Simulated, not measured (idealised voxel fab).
Presented below is a process module, voxel quadruple lines.
Section shown: cut. Width: 230 nm. Cell size: 5 nm, square.
Cross-section layout: square cells on a grid; listed as bands, top to bottom; a band spans one or more cell rows.
Band: top and bottom heights (nm) first, top before bottom; then materials from left to right, widths in nm. "everywhere" marks a sole material filling the band edge to edge. "empty" denotes empty space.
The level at which height equals 0 is the one under which the wafer, as it arrives, is entirely one material. No lower edge exists for the bottom band, which continues downward and is notated as in "0..down".
Think of "30 to 40" as a width that walks from the first number to the second as you go down the band, top row to bottom row, taking equal-sized steps from row to row.
"no change" (step): cross-section cells unchanged, all of them.
"Fully sealed cavities" specifies each empty space that is not open to the top and that occupies no fewer than 8 cells, using the form width x height at distance, the distance measured from the left edge and all three quantities in nm.
Text after the settings on a step's line: the simulator's own remark on that step.
overlay nm: mask offset rightward from planned place, masked step; negative means leftward offset.
### Listed below are the process steps as planned
1 RECEIVE with material Si
2 CONFORMAL_DEP with material SiO2, thk nm 10
3 DIRECTIONAL_DEP with material Ru, thk nm 10
4 DIRECTIONAL_DEP with material polySi, thk nm 20
5 DIRECTIONAL_DEP with material aC, thk nm 20
6 PATTERN with tone cover, mask id MANDREL, material resist, width nm 35, pitch nm 100, thk nm 30, overlay nm -15
7 DIRECTIONAL_ETCH with etch materials aC, depth nm 20
8 STRIP with etch materials resist
9 CONFORMAL_DEP with material SiO2, thk nm 15
10 DIRECTIONAL_ETCH with etch materials SiO2, depth nm 15
11 STRIP with etch materials aC
12 DIRECTIONAL_ETCH with etch materials polySi, depth nm 20
13 STRIP with etch materials SiO2
14 CONFORMAL_DEP with material SiN, thk nm 10
15 DIRECTIONAL_ETCH with etch materials SiN, depth nm 10
16 STRIP with etch materials polySi
17 DIRECTIONAL_ETCH with etch materials Ru, depth nm 10
18 STRIP with etch materials SiN
Split variable: overlay nm, step 6. Plan value = first wafer. Wafers start alike.
### Step 1 complete: as-received cross-section of the first of several wafers
	0..down | Si everywhere
	Fully sealed cavities: none
### Rows = wafers. At module end, each row lists per material the cells gained (+) or lost (-) since the wafer was received, then the closed voids
overlay nm -15; +32 Ru; +92 SiO2; Fully sealed cavities: none
overlay nm -10; +32 Ru; +92 SiO2; Fully sealed cavities: none
overlay nm -5; +32 Ru; +92 SiO2; Fully sealed cavities: none
overlay nm 0; +32 Ru; +92 SiO2; Fully sealed cavities: none
overlay nm 5; +32 Ru; +92 SiO2; Fully sealed cavities: none
overlay nm 10; +32 Ru; +92 SiO2; Fully sealed cavities: none
overlay nm 15; +32 Ru; +92 SiO2; Fully sealed cavities: none
